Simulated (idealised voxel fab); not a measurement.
process module | voxel tone inversion
cross-section cut | 230 nm wide | cells 5 nm
A cross-section is a grid of square cells, given in bands from the top down. A band is one or more rows of cells.
Each band's line starts with the height of the band's top and of its bottom, in nm. Then come its materials from left to right, each with its width in nm. One material with "throughout" fills the band from edge to edge. "air" is empty space.
Height 0 is the level under which the wafer as received is all one material. The lowest band goes on downwards, as in "0 down".
A width such as "30 to 40" changes by the same amount from each row of cells to the next, from the band's top row to its bottom row.
"no change" after a step means that no cell of the cross-section changed.
closed voids: empty space of 8 cells or more with no open way to the top, each as width x height at its distance from the left edge, in nm
after a step's settings: what the simulator itself notes on the step
overlay nm, on a step with a mask: how far to the right of its planned place the mask lay; to the left if negative
plan
1 op RECEIVE | material Si
2 op CONFORMAL_DEP | material SiN | thk nm 5
3 op DIRECTIONAL_DEP | material aC | thk nm 20
4 op PATTERN | tone cover | mask id POSTS | material resist | width nm 25 | pitch nm 45 | thk nm 30 | overlay nm -15
5 op DIRECTIONAL_ETCH | etch materials aC | depth nm 20
6 op STRIP | etch materials resist
7 op FILL_DEP | material SiO2 | thk nm 5
8 op CMP | height nm 25
9 op STRIP | etch materials aC
varied across the wafers: overlay nm of step 4. The plan shows the first wafer's value. All wafers start alike
first wafer as received, after step 1
  0 down: Si throughout
  closed voids: none
first wafer at the end, after step 9
  25 to 5: SiO2 65 | air 25 | SiO2 20 | air 25 | SiO2 95
  5 to 0: SiN throughout
  0 down: Si throughout
  closed voids: none
last wafer at the end
  25 to 5: SiO2 95 | air 25 | SiO2 20 | air 25 | SiO2 65
  5 to 0: SiN throughout
  0 down: Si throughout
  closed voids: none
each wafer at the end: cells of each material gained (+) or lost (-) since it was received, then its closed voids
overlay nm -15 | +46 SiN | +144 SiO2 | closed voids: none
overlay nm -10 | +46 SiN | +144 SiO2 | closed voids: none
overlay nm -5 | +46 SiN | +144 SiO2 | closed voids: none
overlay nm 0 | +46 SiN | +144 SiO2 | closed voids: none
overlay nm 5 | +46 SiN | +144 SiO2 | closed voids: none
overlay nm 10 | +46 SiN | +144 SiO2 | closed voids: none
overlay nm 15 | +46 SiN | +144 SiO2 | closed voids: none
